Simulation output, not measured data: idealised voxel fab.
Proc. module: voxel air gaps
For reference, the cross-section in this document is cut, with width 200 nm and square cells of 5 nm.
The cross-sections in this document take the form of a grid made of square cells. They are written out as bands, in order from top to bottom. Each band consists of one or more rows of cells. For a band, the entry starts with two heights in nm, that of the top and then that of the bottom, and carries on with the band's materials in order from left to right, each alongside its width in nm; the word "full width" beside a single material means it fills the band edge to edge, and "air" means empty space. Height 0 is the level under which the wafer as received is all one material. The lowest band goes on downwards, as in "0 down". Note: "30->40" means the width goes from the first number (top row of the band) to the second number (bottom row) in equal steps per row of cells. Step note "remains unaltered" = no cross-section cell changed. Empty spaces counting at least 8 cells and having no open way to the top are listed in "Internal closed voids". The notation width x height at distance is used for each, the distance being from the left edge and all three values in nm. Step line, after settings: the simulator's comment on this step. "overlay nm", when on a step's line for a step with a mask, measures how far to the right of its planned place the mask lay; a negative measure means to the left.
The steps planned for the process are as follows
1: RECEIVE (material Si)
2: CONFORMAL_DEP (material SiO2; thk nm 15)
3: CONFORMAL_DEP (material SiN; thk nm 5)
4: DIRECTIONAL_DEP (material SiO2; thk nm 35)
5: DIRECTIONAL_DEP (material aC; thk nm 15)
6: PATTERN (tone open; mask id LINES; material resist; width nm 15; pitch nm 40; thk nm 35; overlay nm 0)
7: DIRECTIONAL_ETCH (etch materials aC; depth nm 15)
8: STRIP (etch materials resist)
9: DIRECTIONAL_ETCH (etch materials SiO2; depth nm 35)
10: STRIP (etch materials aC)
11: CONFORMAL_DEP (material TiN; thk nm 5)
12: FILL_DEP (material W; thk nm 5)
13: CMP (height nm 55)
14: EPI (material Ru; thk nm 10)
15: SELECTIVE_ETCH (etch materials SiO2; depth nm 45)
16: CONFORMAL_DEP (material SiCN; thk nm 5)
As-received state of the wafer in cross-section, equivalent to post-step 1
- 0 down = Si full width
- Internal closed voids: none
Sectioned view, first of two wafers, at the close of the module, processed as intended in the plan
- 70 to 65 = air 35 nm  SiCN 125 nm  air 40 nm
- 65 to 55 = air 35 nm  SiCN 5 nm  Ru 35 nm  SiCN 5 nm  Ru 35 nm  SiCN 5 nm  Ru 35 nm  SiCN 5 nm  air 40 nm
- 55 to 50 = air 35 nm  SiCN 15 nm  TiN 5 nm  W 5 nm  TiN 5 nm  SiCN 25 nm  TiN 5 nm  W 5 nm  TiN 5 nm  SiCN 25 nm  TiN 5 nm  W 5 nm  TiN 5 nm  SiCN 15 nm  air 40 nm
- 50 to 25 = air 45 nm  SiCN 5 nm  TiN 5 nm  W 5 nm  TiN 5 nm  SiCN 5 nm  air 15 nm  SiCN 5 nm  TiN 5 nm  W 5 nm  TiN 5 nm  SiCN 5 nm  air 15 nm  SiCN 5 nm  TiN 5 nm  W 5 nm  TiN 5 nm  SiCN 5 nm  air 50 nm
- 25 to 20 = SiCN 50 nm  TiN 15 nm  SiCN 25 nm  TiN 15 nm  SiCN 25 nm  TiN 15 nm  SiCN 55 nm
- 20 to 15 = SiN full width
- 15 to 0 = SiO2 full width
- 0 down = Si full width
- Internal closed voids: 15 x 25 at 70; 15 x 25 at 110
Cross-sectional view: second of two wafers, end of module; start and plan identical to the first, one mistake in running
- 60 to 55 = SiCN full width
- 55 to 50 = SiN full width
- 50 to 0 = SiO2 full width
- 0 down = Si full width
- Internal closed voids: none
what went wrong: the executed order of steps 3 and 4 is the reverse of that specified in the plan, each step having taken the other's position
Final tally in cells, some materials are higher or lower on the second wafer than on the first: Ru -42; SiCN -70; SiO2 +280; TiN -45; W -18
Long story short, the first wafer ends with 2 closed voids and the second one with 0.
